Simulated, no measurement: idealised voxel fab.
You're looking at the process module voxel air gaps.
Displayed cross-section: cut, width of 235 nm, square cells sized 5 nm.
We lay out every cross-section as a grid of square cells and spell it out in bands from the top down, where one band means one or more rows of cells.
For a band, the entry starts with two heights in nm, that of the top and then that of the bottom, and carries on with the band's materials in order from left to right, each alongside its width in nm; the word "edge to edge" beside a single material means it fills the band edge to edge, and "empty" means empty space.
Heights from 0 (as-received wafer is one material below). Bottom band endless downward, as "0 down".
Per-row width for "30..40": begins at first number (top row of band), ends at second number (bottom row), increment between rows held constant.
It should be understood that the words "no alteration", when stated for a given step, signify that the cross-section underwent no change in any of its cells during that step.
"Entrapped voids" lists enclosed empty spaces (at least 8 cells, no open path upward to the top), each as width x height at distance from the left edge, in nm.
On each step's line, the part that comes after the settings is the simulator's own comment on the step.
overlay nm: mask offset rightward from planned place, masked step; negative means leftward offset.

Process steps - plan:
1 RECEIVE | material Si
2 CONFORMAL_DEP | material SiO2 | thk nm 15
3 CONFORMAL_DEP | material SiN | thk nm 5
4 DIRECTIONAL_DEP | material lowk | thk nm 35
5 DIRECTIONAL_DEP | material aC | thk nm 15
6 PATTERN | tone open | mask id LINES | material resist | width nm 25 | pitch nm 50 | thk nm 30 | overlay nm 0
7 DIRECTIONAL_ETCH | etch materials aC | depth nm 15
8 STRIP | etch materials resist
9 DIRECTIONAL_ETCH | etch materials lowk | depth nm 35
10 STRIP | etch materials aC
11 CONFORMAL_DEP | material TiN | thk nm 5
12 FILL_DEP | material Cu | thk nm 10
13 CMP | height nm 55
14 EPI | material Ru | thk nm 10
15 SELECTIVE_ETCH | etch materials lowk | depth nm 45
16 CONFORMAL_DEP | material SiCN | thk nm 5

Delivered wafer in cross-section: state after step 1:
> 0 down | Si edge to edge
> Entrapped voids: none

First wafer of two, sectioned at end of module; run went per plan:
> 70 to 65 | empty (40) | SiCN (155) | empty (40)
> 65 to 55 | empty (40) | SiCN (5) | Ru (45) | SiCN (5) | Ru (45) | SiCN (5) | Ru (45) | SiCN (5) | empty (40)
> 55 to 50 | empty (40) | SiCN (15) | TiN (5) | Cu (15) | TiN (5) | SiCN (25) | TiN (5) | Cu (15) | TiN (5) | SiCN (25) | TiN (5) | Cu (15) | TiN (5) | SiCN (15) | empty (40)
> 50 to 25 | empty (50) | SiCN (5) | TiN (5) | Cu (15) | TiN (5) | SiCN (5) | empty (15) | SiCN (5) | TiN (5) | Cu (15) | TiN (5) | SiCN (5) | empty (15) | SiCN (5) | TiN (5) | Cu (15) | TiN (5) | SiCN (5) | empty (50)
> 25 to 20 | SiCN (55) | TiN (25) | SiCN (25) | TiN (25) | SiCN (25) | TiN (25) | SiCN (55)
> 20 to 15 | SiN edge to edge
> 15 to 0 | SiO2 edge to edge
> 0 down | Si edge to edge
> Entrapped voids: 15 x 25 at 85; 15 x 25 at 135

Cross-section of the latter of the two wafers at module completion. It had an identical start and an identical plan to the former; in running it, one mistake was made:
> 85 to 80 | SiCN edge to edge
> 80 to 70 | Ru edge to edge
> 70 to 60 | Cu edge to edge
> 60 to 55 | TiN (60) | Cu (15) | TiN (35) | Cu (15) | TiN (35) | Cu (15) | TiN (60)
> 55 to 25 | lowk (55) | TiN (5) | Cu (15) | TiN (5) | lowk (25) | TiN (5) | Cu (15) | TiN (5) | lowk (25) | TiN (5) | Cu (15) | TiN (5) | lowk (55)
> 25 to 20 | lowk (55) | TiN (25) | lowk (25) | TiN (25) | lowk (25) | TiN (25) | lowk (55)
> 20 to 15 | SiN edge to edge
> 15 to 0 | SiO2 edge to edge
> 0 down | Si edge to edge
> Entrapped voids: none
Nonconformance to the process plan: the plan's step 13 was left out and never carried out
Count the cells at the end and the second wafer has more or fewer of some materials than the first: +103 Cu; +40 Ru; -70 SiCN; +38 TiN; +224 lowk
The final tally of closed voids stands at 2 on the first wafer and 0 on the second.
